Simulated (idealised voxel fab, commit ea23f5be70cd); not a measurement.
The following process module bears the name voxel self aligned contacts.
In the cross-section labelled cut, the width is 230 nm and each square cell is 5 nm.
Notation: cross-section as square-cell grid; stated in bands, top first, going down; one or more cell rows per band.
Each band's line starts with the height of the band's top and of its bottom, in nm. Then come its materials from left to right, each with its width in nm. One material with "full width" fills the band from edge to edge. "blank" is empty space.
Heights from 0 (as-received wafer is one material below). Bottom band endless downward, as "z 0 and below".
Think of "30..40" as a width that walks from the first number to the second as you go down the band, top row to bottom row, taking equal-sized steps from row to row.
Where a step carries "all unchanged", the cross-section came out of it unchanged, cell for cell.
"Closed internal voids" contains a list of empty spaces, each no smaller than 8 cells and without an open way to the top, written in the form width x height at distance with the distance from the left edge and all three in nm.
Text after the settings on a step's line: the simulator's own remark on that step.
For masked steps, "overlay nm" on the step line gives how far right of plan the mask actually lay; a minus sign means it lay to the left.
Every pair from here on: before one process step, after it. The after cross-section reaches only to the lowest band that changed. Below the pair: the step in between and its settings. Pairs can belong to different runs of this module on the same starting wafer; a pair carries on from the pair above only if the entry headed "Structure before processing" says so.
**Structure before processing**
- z 60 to 50: SiO2 full width
- z 50 to 30: 70 of SiO2, 35 of SiN, 20 of SiO2, 35 of SiN, 70 of SiO2
- z 30 to 0: 70 of SiO2, 5 of SiN, 25 of polySi, 5 of SiN, 20 of SiO2, 5 of SiN, 25 of polySi, 5 of SiN, 70 of SiO2
- z 0 to -5: SiO2 full width
- z -5 and below: Si full width
- Closed internal voids: none
**Post-Step Appearance**
- z 75 to 60: 105 of resist, 40 of blank, 85 of resist
- Under 60: no change, same as before.
- Closed internal voids: none
What sits between those two cross-sections? PATTERN | tone open | mask id CONTACT | material resist | width nm 40 | thk nm 15 | overlay nm 10
Structure before processing: after-state, pair directly above.
**Post-Step Appearance**
- z 75 to 60: 105 of resist, 40 of blank, 85 of resist
- z 60 to 50: 105 of SiO2, 40 of blank, 85 of SiO2
- z 50 to 30: 70 of SiO2, 35 of SiN, 20 of blank, 35 of SiN, 70 of SiO2
- z 30 to 0: 70 of SiO2, 5 of SiN, 25 of polySi, 5 of SiN, 20 of blank, 5 of SiN, 25 of polySi, 5 of SiN, 70 of SiO2
- z 0 to -5: 105 of SiO2, 20 of blank, 105 of SiO2
- Under -5: no change, same as before.
- Closed internal voids: none
What sits between those two cross-sections? DIRECTIONAL_ETCH | etch materials SiO2 | depth nm 65
Structure before processing: after-state, pair directly above.
**Post-Step Appearance**
- z 60 to 50: 105 of SiO2, 40 of blank, 85 of SiO2
- Under 50: no change, same as before.
- Closed internal voids: none
What sits between those two cross-sections? STRIP | etch materials resist
Structure before processing: after-state, pair directly above.
**Post-Step Appearance**
- z 65 to 60: 110 of TiN, 30 of blank, 90 of TiN
- z 60 to 50: 105 of SiO2, 5 of TiN, 30..10 of blank, 5..25 of TiN, 85 of SiO2
- z 50 to 30: 70 of SiO2, 35 of SiN, 5 of TiN, 10 of blank, 5 of TiN, 35 of SiN, 70 of SiO2
- z 30 to 0: 70 of SiO2, 5 of SiN, 25 of polySi, 5 of SiN, 5 of TiN, 10 of blank, 5 of TiN, 5 of SiN, 25 of polySi, 5 of SiN, 70 of SiO2
- z 0 to -5: 105 of SiO2, 20 of TiN, 105 of SiO2
- Under -5: no change, same as before.
- Closed internal voids: none
What sits between those two cross-sections? CONFORMAL_DEP | material TiN | thk nm 5
Structure before processing: after-state, pair directly above.
**Post-Step Appearance**
- z 75 to 65: Ru full width
- z 65 to 60: 110 of TiN, 30 of Ru, 90 of TiN
- z 60 to 50: 105 of SiO2, 5 of TiN, 30..10 of Ru, 5..25 of TiN, 85 of SiO2
- z 50 to 30: 70 of SiO2, 35 of SiN, 5 of TiN, 10 of Ru, 5 of TiN, 35 of SiN, 70 of SiO2
- z 30 to 0: 70 of SiO2, 5 of SiN, 25 of polySi, 5 of SiN, 5 of TiN, 10 of Ru, 5 of TiN, 5 of SiN, 25 of polySi, 5 of SiN, 70 of SiO2
- Under 0: no change, same as before.
- Closed internal voids: none
What sits between those two cross-sections? FILL_DEP | material Ru | thk nm 10
Structure before processing: after-state, pair directly above.
**Post-Step Appearance**
- z 60 to 50: 105 of SiO2, 5 of TiN, 30..10 of Ru, 5..25 of TiN, 85 of SiO2
- Under 50: no change, same as before.
- Closed internal voids: none
What sits between those two cross-sections? CMP | height nm 60
Structure before processing: after-state, pair directly above.
**Post-Step Appearance**
- z 65 to 60: SiCN full width
- Under 60: no change, same as before.
- Closed internal voids: none
What sits between those two cross-sections? CONFORMAL_DEP | material SiCN | thk nm 5
**Structure before processing**
- z 0 to -5: SiO2 full width
- z -5 and below: Si full width
- Closed internal voids: none
**Post-Step Appearance**
- z 30 to 0: TiN full width
- Under 0: no change, same as before.
- Closed internal voids: none
What sits between those two cross-sections? DIRECTIONAL_DEP | material TiN | thk nm 30
Structure before processing: after-state, pair directly above.
**Post-Step Appearance**
- z 50 to 30: SiN full width
- Under 30: no change, same as before.
- Closed internal voids: none
What sits between those two cross-sections? DIRECTIONAL_DEP | material SiN | thk nm 20
Structure before processing: after-state, pair directly above.
**Post-Step Appearance**
- z 50 to 30: 75 of blank, 25 of SiN, 30 of blank, 25 of SiN, 75 of blank
- Under 30: no change, same as before.
- Closed internal voids: none
What sits between those two cross-sections? MASKED_ETCH | tone cover | mask id GATE | width nm 25 | pitch nm 55 | etch materials SiN | depth nm 20 | overlay nm 0
Structure before processing: after-state, pair directly above.
**Post-Step Appearance**
- z 55 to 35: 70 of blank, 35 of SiN, 20 of blank, 35 of SiN, 70 of blank
- z 35 to 30: SiN full width
- Under 30: no change, same as before.
- Closed internal voids: none
What sits between those two cross-sections? CONFORMAL_DEP | material SiN | thk nm 5
Structure before processing: after-state, pair directly above.
**Post-Step Appearance**
- z 50 to 30: 70 of blank, 35 of SiN, 20 of blank, 35 of SiN, 70 of blank
- Under 30: no change, same as before.
- Closed internal voids: none
What sits between those two cross-sections? DIRECTIONAL_ETCH | etch materials SiN | depth nm 5
Structure before processing: after-state, pair directly above.
**Post-Step Appearance**
- z 65 to 50: SiO2 full width
- z 50 to 30: 70 of SiO2, 35 of SiN, 20 of SiO2, 35 of SiN, 70 of SiO2
- Under 30: no change, same as before.
- Closed internal voids: none
What sits between those two cross-sections? FILL_DEP | material SiO2 | thk nm 15
Structure before processing: after-state, pair directly above.
**Post-Step Appearance**
- z 60 to 50: SiO2 full width
- Under 50: no change, same as before.
- Closed internal voids: none
What sits between those two cross-sections? CMP | height nm 60
Structure before processing: after-state, pair directly above.
**Post-Step Appearance**
- z 75 to 60: 95 of resist, 40 of blank, 95 of resist
- Under 60: no change, same as before.
- Closed internal voids: none
What sits between those two cross-sections? PATTERN | tone open | mask id CONTACT | material resist | width nm 40 | thk nm 15 | overlay nm 0
Structure before processing: after-state, pair directly above.
**Post-Step Appearance**
- z 75 to 60: 95 of resist, 40 of blank, 95 of resist
- z 60 to 50: 95 of SiO2, 40 of blank, 95 of SiO2
- z 50 to 30: 70 of SiO2, 35 of SiN, 20 of blank, 35 of SiN, 70 of SiO2
- Under 30: no change, same as before.
- Closed internal voids: none
What sits between those two cross-sections? DIRECTIONAL_ETCH | etch materials SiO2 | depth nm 65
Structure before processing: after-state, pair directly above.
**Post-Step Appearance**
- z 60 to 50: 95 of SiO2, 40 of blank, 95 of SiO2
- Under 50: no change, same as before.
- Closed internal voids: none
What sits between those two cross-sections? STRIP | etch materials resist
Structure before processing: after-state, pair directly above.
**Post-Step Appearance**
- z 65 to 60: 100 of TiN, 30 of blank, 100 of TiN
- z 60 to 50: 95 of SiO2, 5..15 of TiN, 30..10 of blank, 5..15 of TiN, 95 of SiO2
- z 50 to 35: 70 of SiO2, 35 of SiN, 5 of TiN, 10 of blank, 5 of TiN, 35 of SiN, 70 of SiO2
- z 35 to 30: 70 of SiO2, 35 of SiN, 20 of TiN, 35 of SiN, 70 of SiO2
- Under 30: no change, same as before.
- Closed internal voids: none
What sits between those two cross-sections? CONFORMAL_DEP | material TiN | thk nm 5
Structure before processing: after-state, pair directly above.
**Post-Step Appearance**
- z 75 to 65: Ru full width
- z 65 to 60: 100 of TiN, 30 of Ru, 100 of TiN
- z 60 to 50: 95 of SiO2, 5..15 of TiN, 30..10 of Ru, 5..15 of TiN, 95 of SiO2
- z 50 to 35: 70 of SiO2, 35 of SiN, 5 of TiN, 10 of Ru, 5 of TiN, 35 of SiN, 70 of SiO2
- Under 35: no change, same as before.
- Closed internal voids: none
What sits between those two cross-sections? FILL_DEP | material Ru | thk nm 10
Structure before processing: after-state, pair directly above.
**Post-Step Appearance**
- z 60 to 50: 95 of SiO2, 5..15 of TiN, 30..10 of Ru, 5..15 of TiN, 95 of SiO2
- Under 50: no change, same as before.
- Closed internal voids: none
What sits between those two cross-sections? CMP | height nm 60
Structure before processing: after-state, pair directly above.
**Post-Step Appearance**
- z 65 to 60: SiCN full width
- Under 60: no change, same as before.
- Closed internal voids: none
What sits between those two cross-sections? CONFORMAL_DEP | material SiCN | thk nm 5
**Structure before processing**
- z 50 to 30: SiN full width
- z 30 to 0: polySi full width
- z 0 to -5: SiO2 full width
- z -5 and below: Si full width
- Closed internal voids: none
**Post-Step Appearance**
- z 50 to 30: 75 of SiN, 25 of blank, 30 of SiN, 25 of blank, 75 of SiN
- Under 30: no change, same as before.
- Closed internal voids: none
What sits between those two cross-sections? MASKED_ETCH | tone open | mask id GATE | width nm 25 | pitch nm 55 | etch materials SiN | depth nm 20 | overlay nm 0
Structure before processing: after-state, pair directly above.
**Post-Step Appearance**
- z 55 to 35: 80 of SiN, 15 of blank, 40 of SiN, 15 of blank, 80 of SiN
- z 35 to 30: SiN full width
- Under 30: no change, same as before.
- Closed internal voids: none
What sits between those two cross-sections? CONFORMAL_DEP | material SiN | thk nm 5
Structure before processing: after-state, pair directly above.
**Post-Step Appearance**
- z 50 to 30: 80 of SiN, 15 of blank, 40 of SiN, 15 of blank, 80 of SiN
- Under 30: no change, same as before.
- Closed internal voids: none
What sits between those two cross-sections? DIRECTIONAL_ETCH | etch materials SiN | depth nm 5
Structure before processing: after-state, pair directly above.
**Post-Step Appearance**
- z 65 to 50: SiO2 full width
- z 50 to 30: 80 of SiN, 15 of SiO2, 40 of SiN, 15 of SiO2, 80 of SiN
- Under 30: no change, same as before.
- Closed internal voids: none
What sits between those two cross-sections? FILL_DEP | material SiO2 | thk nm 15
Structure before processing: after-state, pair directly above.
**Post-Step Appearance**
- z 60 to 50: SiO2 full width
- Under 50: no change, same as before.
- Closed internal voids: none
What sits between those two cross-sections? CMP | height nm 60
Structure before processing: after-state, pair directly above.
**Post-Step Appearance**
- z 75 to 60: 95 of resist, 40 of blank, 95 of resist
- Under 60: no change, same as before.
- Closed internal voids: none
What sits between those two cross-sections? PATTERN | tone open | mask id CONTACT | material resist | width nm 40 | thk nm 15 | overlay nm 0
Structure before processing: after-state, pair directly above.
**Post-Step Appearance**
- z 75 to 60: 95 of resist, 40 of blank, 95 of resist
- z 60 to 50: 95 of SiO2, 40 of blank, 95 of SiO2
- Under 50: no change, same as before.
- Closed internal voids: none
What sits between those two cross-sections? DIRECTIONAL_ETCH | etch materials SiO2 | depth nm 65
Structure before processing: after-state, pair directly above.
**Post-Step Appearance**
- z 60 to 50: 95 of SiO2, 40 of blank, 95 of SiO2
- Under 50: no change, same as before.
- Closed internal voids: none
What sits between those two cross-sections? STRIP | etch materials resist
Structure before processing: after-state, pair directly above.
**Post-Step Appearance**
- z 65 to 60: 100 of TiN, 30 of blank, 100 of TiN
- z 60 to 55: 95 of SiO2, 5 of TiN, 30 of blank, 5 of TiN, 95 of SiO2
- z 55 to 50: 95 of SiO2, 40 of TiN, 95 of SiO2
- Under 50: no change, same as before.
- Closed internal voids: none
What sits between those two cross-sections? CONFORMAL_DEP | material TiN | thk nm 5
Structure before processing: after-state, pair directly above.
**Post-Step Appearance**
- z 75 to 65: Ru full width
- z 65 to 60: 100 of TiN, 30 of Ru, 100 of TiN
- z 60 to 55: 95 of SiO2, 5 of TiN, 30 of Ru, 5 of TiN, 95 of SiO2
- Under 55: no change, same as before.
- Closed internal voids: none
What sits between those two cross-sections? FILL_DEP | material Ru | thk nm 10
Structure before processing: after-state, pair directly above.
**Post-Step Appearance**
- z 60 to 55: 95 of SiO2, 5 of TiN, 30 of Ru, 5 of TiN, 95 of SiO2
- Under 55: no change, same as before.
- Closed internal voids: none
What sits between those two cross-sections? CMP | height nm 60
Structure before processing: after-state, pair directly above.
**Post-Step Appearance**
- z 65 to 60: SiCN full width
- Under 60: no change, same as before.
- Closed internal voids: none
What sits between those two cross-sections? CONFORMAL_DEP | material SiCN | thk nm 5
